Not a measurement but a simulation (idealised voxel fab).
The name of this process module is voxel local oxidation.
We display cut, a cross-section 255 nm in width whose square cells are each 5 nm.
Notation: cross-section as square-cell grid; stated in bands, top first, going down; one or more cell rows per band.
Per band: top height and bottom height in nm, followed by the left-to-right materials and their widths in nm; "everywhere" marks a single material spanning edge to edge, "empty" marks empty space.
Beneath 0, the wafer as received is one material, and that level is where height counting begins. The lowest band goes on downward without a bottom; it is written like "from 0 down".
Per-row width for "30 to 40": begins at first number (top row of band), ends at second number (bottom row), increment between rows held constant.
No cell of the cross-section changed in a step that is given as "all unchanged".
Reported under the label "Closed void register" are the empty spaces having no open way to the top and comprising 8 cells or more; the notation for each is width x height at distance, in which the distance is measured from the left edge and all three values are in nm.
It should be noted that, on the line of a given step, the content following the step's settings is a remark produced by the simulator itself with respect to that step.
overlay nm: on a step with a mask, how far right of its planned place the mask lay; negative means left.
Here's what the planned process steps look like:
1,RECEIVE, material Si
2,OXIDIZE, depth nm 5
3,CONFORMAL_DEP, material SiN, thk nm 10
4,PATTERN, tone cover, mask id ACTIVE, material resist, width nm 105, thk nm 20, overlay nm 0
5,DIRECTIONAL_ETCH, etch materials SiN, depth nm 10
6,STRIP, etch materials resist
7,SELECTIVE_ETCH, etch materials SiO2, depth nm 5
8,OXIDIZE, depth nm 10
9,STRIP, etch materials SiN
Wafer cross-section on receipt, i.e. after step 1:
- from 0 down = Si everywhere
- Closed void register: none
Here's the cross-section of the first of our two wafers at the end of the module - it ran as planned:
- from 0 to -5 = empty 80 nm  SiO2 95 nm  empty 80 nm
- from -5 to -15 = SiO2 90 nm  Si 75 nm  SiO2 90 nm
- from -15 down = Si everywhere
- Closed void register: none
This is the second of the two wafers, cross-sectioned at the end of the module; it started exactly like the first and was given the same plan, but it was run with one mistake:
- from 0 to -5 = SiO2 70 nm  empty 115 nm  SiO2 70 nm
- from -5 to -15 = Si 60 nm  SiO2 135 nm  Si 60 nm
- from -15 down = Si everywhere
- Closed void register: none
Error vs. plan: step 4 changed vs plan, executed as PATTERN, tone open, mask id ACTIVE, material resist, width nm 105, thk nm 20, overlay nm 0
The final cell counts differ between the wafers, with the second having more or fewer of some materials than the first: Si: 18 more; SiO2: 9 fewer
